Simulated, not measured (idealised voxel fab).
The name of this process module is voxel capacitor over wiring.
cross-section cut | 205 nm wide | cells 5 nm
Throughout this document, each cross-section is represented as a grid of square cells and is presented as a sequence of bands enumerated from the top downward, where a band comprises one or more rows of cells.
First you get the band's top height and its bottom height, in nm, and then the materials it's made of, left to right, with each width in nm. If you see a single material with "edge to edge", that one covers the band edge to edge. "empty" is empty space.
Heights are reckoned from 0. Under this level, the received wafer is all of one material. The bottommost band is open-ended downward, for example "top 0, no bottom".
Width: "30->40" (first number = top row, second number = bottom row, same change from row to row of cells).
"nothing changed", as given for a step, is the statement that not any cell of the cross-section underwent a change during that step.
Basically, "Catalogued sealed voids" tells you about the enclosed voids: empty spaces with no open way to the top, 8 cells or bigger, each written width x height at distance, where distance is from the left edge, all in nm.
after a step's settings: what the simulator itself notes on the step
The line of a step may include "overlay nm". On a step with a mask, this value is how far to the right of its planned place the mask lay. A negative value means the mask lay to the left.

The steps planned for the process are as follows
1 RECEIVE with material Si
2 CONFORMAL_DEP with material SiO2, thk nm 10
3 DIRECTIONAL_DEP with material TiN, thk nm 5
4 DIRECTIONAL_DEP with material Ru, thk nm 20
5 MASKED_ETCH with tone cover, mask id METAL_1, width nm 25, pitch nm 90, etch materials Ru, depth nm 20, overlay nm 0
6 MASKED_ETCH with tone cover, mask id METAL_1, width nm 25, pitch nm 90, etch materials TiN, depth nm 5, overlay nm 0
7 CONFORMAL_DEP with material SiN, thk nm 5
8 FILL_DEP with material SiO2, thk nm 10
9 CMP with height nm 35
10 CONFORMAL_DEP with material SiCN, thk nm 5
11 DIRECTIONAL_DEP with material lowk, thk nm 20
12 DIRECTIONAL_DEP with material aC, thk nm 10
13 PATTERN with tone open, mask id PLUG_1, material resist, width nm 15, thk nm 30, overlay nm 0
14 DIRECTIONAL_ETCH with etch materials aC, depth nm 10
15 STRIP with etch materials resist
16 DIRECTIONAL_ETCH with etch materials lowk, depth nm 20
17 DIRECTIONAL_ETCH with etch materials SiCN, depth nm 5
18 STRIP with etch materials aC
19 EPI with material Ru, thk nm 10
20 EPI with material Ru, thk nm 10
21 EPI with material Ru, thk nm 5
22 DIRECTIONAL_DEP with material TiN, thk nm 10
23 DIRECTIONAL_DEP with material SiN, thk nm 5
24 DIRECTIONAL_DEP with material TiN, thk nm 5
25 PATTERN with tone cover, mask id UPPER_PLATE, material resist, width nm 70, thk nm 15, overlay nm 0
26 DIRECTIONAL_ETCH with etch materials TiN, depth nm 5
27 DIRECTIONAL_ETCH with etch materials SiN, depth nm 5
28 STRIP with etch materials resist
29 DIRECTIONAL_DEP with material aC, thk nm 15
30 PATTERN with tone cover, mask id LOWER_PLATE, material resist, width nm 80, thk nm 30, overlay nm 0
31 DIRECTIONAL_ETCH with etch materials aC, depth nm 15
32 STRIP with etch materials resist
33 DIRECTIONAL_ETCH with etch materials TiN, depth nm 10
34 STRIP with etch materials aC
35 FILL_DEP with material SiO2, thk nm 20
36 CMP with height nm 95
37 MASKED_ETCH with tone open, mask id PLUG_2, width nm 15, etch materials SiO2, depth nm 15, overlay nm 0
38 CONFORMAL_DEP with material TiN, thk nm 5
39 FILL_DEP with material W, thk nm 10
40 CMP with height nm 95
41 CONFORMAL_DEP with material SiN, thk nm 5

Cross-section of the wafer upon arrival, representing the state reached after step 1
> top 0, no bottom = Si edge to edge
> Catalogued sealed voids: none

Module complete - cross-section of the first of two wafers, run according to plan
> top 100, bottom 95 = SiN edge to edge
> top 95, bottom 85 = SiO2: 65, then TiN: 5, then W: 5, then TiN: 5, then SiO2: 125
> top 85, bottom 75 = SiO2: 65->55, then TiN: 15->70, then SiO2: 125->80
> top 75, bottom 70 = SiO2: 55, then SiN: 70, then SiO2: 80
> top 70, bottom 60 = SiO2: 50, then TiN: 80, then SiO2: 75
> top 60, bottom 40 = lowk: 55, then Ru: 15, then lowk: 135
> top 40, bottom 35 = SiCN: 55, then Ru: 15, then SiCN: 135
> top 35, bottom 15 = SiO2: 40, then SiN: 5, then Ru: 25, then SiN: 5, then SiO2: 55, then SiN: 5, then Ru: 25, then SiN: 5, then SiO2: 40
> top 15, bottom 10 = SiN: 45, then TiN: 25, then SiN: 65, then TiN: 25, then SiN: 45
> top 10, bottom 0 = SiO2 edge to edge
> top 0, no bottom = Si edge to edge
> Catalogued sealed voids: none

second wafer at the end: like start, like plan, one mistake
> top 100, bottom 95 = SiN edge to edge
> top 95, bottom 85 = SiO2: 65, then TiN: 5, then W: 5, then TiN: 5, then SiO2: 125
> top 85, bottom 80 = SiO2: 65, then TiN: 15, then SiO2: 125
> top 80, bottom 75 = SiO2: 50, then TiN: 5, then SiO2: 70, then TiN: 5, then SiO2: 75
> top 75, bottom 70 = SiN: 55, then SiO2: 70, then SiN: 80
> top 70, bottom 60 = TiN edge to edge
> top 60, bottom 40 = lowk: 55, then Ru: 15, then lowk: 135
> top 40, bottom 35 = SiCN: 55, then Ru: 15, then SiCN: 135
> top 35, bottom 15 = SiO2: 40, then SiN: 5, then Ru: 25, then SiN: 5, then SiO2: 55, then SiN: 5, then Ru: 25, then SiN: 5, then SiO2: 40
> top 15, bottom 10 = SiN: 45, then TiN: 25, then SiN: 65, then TiN: 25, then SiN: 45
> top 10, bottom 0 = SiO2 edge to edge
> top 0, no bottom = Si edge to edge
> Catalogued sealed voids: none
Run error: step 25 was processed under conditions differing from the plan, specifically as PATTERN with tone open, mask id UPPER_PLATE, material resist, width nm 70, thk nm 15, overlay nm 0
Wrapping up, a cell-based count of both wafers puts the second over or under the first for these materials: +13 SiN | -51 SiO2 | +38 TiN
